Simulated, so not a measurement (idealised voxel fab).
Herein follows the process module entitled voxel double patterning.
Cross-section cut spans 255 nm and uses square cells 5 nm in size.
When this document writes out a cross-section, it uses a grid of square cells and lists it as bands, beginning at the top and moving down, with a band standing for one or more rows of cells. Heights first: top, then bottom, in nm. Then materials, left to right, each with a width in nm. "throughout" on a single material: fills the band edge to edge. "air": empty space. Note: height 0 marks the level under which the wafer is uniformly one material as received. Lowest band unbounded below, written "0 -> down". Think of "30..40" as a width that walks from the first number to the second as you go down the band, top row to bottom row, taking equal-sized steps from row to row. "left unchanged", as given for a step, is the statement that not any cell of the cross-section underwent a change during that step. "Enclosed void list" means: voids of 8 cells or more that are shut off from the top with no open way through. Written width x height at distance, distance from the left edge, in nm. Whatever follows a step's settings on its line is a remark the simulator itself makes about that step. overlay nm: mask right of planned place by this much (step with mask). Neg. = left.

So here's the lineup of process steps we planned
1,RECEIVE,material Si
2,CONFORMAL_DEP,material SiO2,thk nm 5
3,DIRECTIONAL_DEP,material polySi,thk nm 10
4,DIRECTIONAL_DEP,material SiN,thk nm 5
5,PATTERN,tone open,mask id FIRST,material resist,width nm 15,pitch nm 50,thk nm 20,overlay nm 0
6,DIRECTIONAL_ETCH,etch materials SiN,depth nm 5
7,STRIP,etch materials resist
8,DIRECTIONAL_DEP,material aC,thk nm 10
9,PATTERN,tone open,mask id SECOND,material resist,width nm 15,pitch nm 50,thk nm 30,overlay nm 0
10,DIRECTIONAL_ETCH,etch materials aC,depth nm 10
11,STRIP,etch materials resist
12,DIRECTIONAL_ETCH,etch materials SiN,depth nm 5
13,STRIP,etch materials aC
14,DIRECTIONAL_ETCH,etch materials polySi,depth nm 10
15,STRIP,etch materials SiN

First wafer out of two, processed as planned

Shown in cross-section is the wafer as received, that is, as it stands after step 1
  0 -> down  Si throughout
  Enclosed void list: none

after step 2
  5 -> 0  SiO2 throughout
  Everything under 0 stays put, no change at all.

after step 3
  15 -> 5  polySi throughout
  Everything under 5 stays put, no change at all.

after step 4
  20 -> 15  SiN throughout
  Everything under 15 stays put, no change at all.

after step 5
  40 -> 20  resist 70 nm / air 15 nm / resist 35 nm / air 15 nm / resist 35 nm / air 15 nm / resist 70 nm
  Everything under 20 stays put, no change at all.

after step 6
  40 -> 20  resist 70 nm / air 15 nm / resist 35 nm / air 15 nm / resist 35 nm / air 15 nm / resist 70 nm
  20 -> 15  SiN 70 nm / air 15 nm / SiN 35 nm / air 15 nm / SiN 35 nm / air 15 nm / SiN 70 nm
  Everything under 15 stays put, no change at all.

after step 7
  20 -> 15  SiN 70 nm / air 15 nm / SiN 35 nm / air 15 nm / SiN 35 nm / air 15 nm / SiN 70 nm
  Everything under 15 stays put, no change at all.

after step 8
  30 -> 25  aC 70 nm / air 15 nm / aC 35 nm / air 15 nm / aC 35 nm / air 15 nm / aC 70 nm
  25 -> 20  aC throughout
  20 -> 15  SiN 70 nm / aC 15 nm / SiN 35 nm / aC 15 nm / SiN 35 nm / aC 15 nm / SiN 70 nm
  Everything under 15 stays put, no change at all.

after step 9
  60 -> 30  resist 95 nm / air 15 nm / resist 35 nm / air 15 nm / resist 95 nm
  30 -> 25  aC 70 nm / resist 15 nm / aC 35 nm / resist 15 nm / aC 35 nm / resist 15 nm / aC 70 nm
  Everything under 25 stays put, no change at all.

after step 10
  50 -> 30  resist 95 nm / air 15 nm / resist 35 nm / air 15 nm / resist 95 nm
  30 -> 25  aC 70 nm / resist 15 nm / aC 10 nm / air 15 nm / aC 10 nm / resist 15 nm / aC 10 nm / air 15 nm / aC 10 nm / resist 15 nm / aC 70 nm
  25 -> 20  aC 95 nm / air 15 nm / aC 35 nm / air 15 nm / aC 95 nm
  Everything under 20 stays put, no change at all.

after step 11
  30 -> 25  aC 70 nm / air 15 nm / aC 10 nm / air 15 nm / aC 10 nm / air 15 nm / aC 10 nm / air 15 nm / aC 10 nm / air 15 nm / aC 70 nm
  Everything under 25 stays put, no change at all.

after step 12
  30 -> 25  aC 70 nm / air 15 nm / aC 10 nm / air 15 nm / aC 10 nm / air 15 nm / aC 10 nm / air 15 nm / aC 10 nm / air 15 nm / aC 70 nm
  25 -> 20  aC 95 nm / air 15 nm / aC 35 nm / air 15 nm / aC 95 nm
  20 -> 15  SiN 70 nm / aC 15 nm / SiN 10 nm / air 15 nm / SiN 10 nm / aC 15 nm / SiN 10 nm / air 15 nm / SiN 10 nm / aC 15 nm / SiN 70 nm
  Everything under 15 stays put, no change at all.

after step 13
  20 -> 15  SiN 70 nm / air 15 nm / SiN 10 nm / air 15 nm / SiN 10 nm / air 15 nm / SiN 10 nm / air 15 nm / SiN 10 nm / air 15 nm / SiN 70 nm
  Everything under 15 stays put, no change at all.

after step 14
  20 -> 15  SiN 70 nm / air 15 nm / SiN 10 nm / air 15 nm / SiN 10 nm / air 15 nm / SiN 10 nm / air 15 nm / SiN 10 nm / air 15 nm / SiN 70 nm
  15 -> 5  polySi 70 nm / air 15 nm / polySi 10 nm / air 15 nm / polySi 10 nm / air 15 nm / polySi 10 nm / air 15 nm / polySi 10 nm / air 15 nm / polySi 70 nm
  Everything under 5 stays put, no change at all.

after step 15
  15 -> 5  polySi 70 nm / air 15 nm / polySi 10 nm / air 15 nm / polySi 10 nm / air 15 nm / polySi 10 nm / air 15 nm / polySi 10 nm / air 15 nm / polySi 70 nm
  Everything under 5 stays put, no change at all.

The second wafer began exactly as the first did and followed the same plan, but one mistake was made while running it; through step 4 inclusive, the two wafers are identical

Second wafer shown in cross-section at the time step 5 was slated to end
  40 -> 20  resist 75 nm / air 15 nm / resist 35 nm / air 15 nm / resist 35 nm / air 15 nm / resist 65 nm
  Everything under 20 stays put, no change at all.

Second wafer shown in cross-section at the time step 6 was slated to end
  40 -> 20  resist 75 nm / air 15 nm / resist 35 nm / air 15 nm / resist 35 nm / air 15 nm / resist 65 nm
  20 -> 15  SiN 75 nm / air 15 nm / SiN 35 nm / air 15 nm / SiN 35 nm / air 15 nm / SiN 65 nm
  Everything under 15 stays put, no change at all.

Second wafer shown in cross-section at the time step 7 was slated to end
  20 -> 15  SiN 75 nm / air 15 nm / SiN 35 nm / air 15 nm / SiN 35 nm / air 15 nm / SiN 65 nm
  Everything under 15 stays put, no change at all.

Second wafer shown in cross-section at the time step 8 was slated to end
  30 -> 25  aC 75 nm / air 15 nm / aC 35 nm / air 15 nm / aC 35 nm / air 15 nm / aC 65 nm
  25 -> 20  aC throughout
  20 -> 15  SiN 75 nm / aC 15 nm / SiN 35 nm / aC 15 nm / SiN 35 nm / aC 15 nm / SiN 65 nm
  Everything under 15 stays put, no change at all.

Second wafer shown in cross-section at the time step 9 was slated to end
  60 -> 30  resist 95 nm / air 15 nm / resist 35 nm / air 15 nm / resist 95 nm
  30 -> 25  aC 75 nm / resist 15 nm / aC 35 nm / resist 15 nm / aC 35 nm / resist 15 nm / aC 65 nm
  Everything under 25 stays put, no change at all.

Second wafer shown in cross-section at the time step 10 was slated to end
  50 -> 30  resist 95 nm / air 15 nm / resist 35 nm / air 15 nm / resist 95 nm
  30 -> 25  aC 75 nm / resist 15 nm / aC 5 nm / air 15 nm / aC 15 nm / resist 15 nm / aC 5 nm / air 15 nm / aC 15 nm / resist 15 nm / aC 65 nm
  25 -> 20  aC 95 nm / air 15 nm / aC 35 nm / air 15 nm / aC 95 nm
  Everything under 20 stays put, no change at all.

Second wafer shown in cross-section at the time step 11 was slated to end
  30 -> 25  aC 75 nm / air 15 nm / aC 5 nm / air 15 nm / aC 15 nm / air 15 nm / aC 5 nm / air 15 nm / aC 15 nm / air 15 nm / aC 65 nm
  Everything under 25 stays put, no change at all.

Second wafer shown in cross-section at the time step 12 was slated to end
  30 -> 25  aC 75 nm / air 15 nm / aC 5 nm / air 15 nm / aC 15 nm / air 15 nm / aC 5 nm / air 15 nm / aC 15 nm / air 15 nm / aC 65 nm
  25 -> 20  aC 95 nm / air 15 nm / aC 35 nm / air 15 nm / aC 95 nm
  20 -> 15  SiN 75 nm / aC 15 nm / SiN 5 nm / air 15 nm / SiN 15 nm / aC 15 nm / SiN 5 nm / air 15 nm / SiN 15 nm / aC 15 nm / SiN 65 nm
  Everything under 15 stays put, no change at all.

Second wafer shown in cross-section at the time step 13 was slated to end
  20 -> 15  SiN 75 nm / air 15 nm / SiN 5 nm / air 15 nm / SiN 15 nm / air 15 nm / SiN 5 nm / air 15 nm / SiN 15 nm / air 15 nm / SiN 65 nm
  Everything under 15 stays put, no change at all.

Second wafer shown in cross-section at the time step 14 was slated to end
  20 -> 15  SiN 75 nm / air 15 nm / SiN 5 nm / air 15 nm / SiN 15 nm / air 15 nm / SiN 5 nm / air 15 nm / SiN 15 nm / air 15 nm / SiN 65 nm
  15 -> 5  polySi 75 nm / air 15 nm / polySi 5 nm / air 15 nm / polySi 15 nm / air 15 nm / polySi 5 nm / air 15 nm / polySi 15 nm / air 15 nm / polySi 65 nm
  Everything under 5 stays put, no change at all.

Second wafer shown in cross-section at the time step 15 was slated to end
  15 -> 5  polySi 75 nm / air 15 nm / polySi 5 nm / air 15 nm / polySi 15 nm / air 15 nm / polySi 5 nm / air 15 nm / polySi 15 nm / air 15 nm / polySi 65 nm
  Everything under 5 stays put, no change at all.
What went wrong in running the wafer? planned and actual differ for step 5; actual: PATTERN,tone open,mask id FIRST,material resist,width nm 15,pitch nm 50,thk nm 20,overlay nm 5
The concluding comparison shows that, measured in cells, each material is equally abundant on both wafers, albeit at different positions.
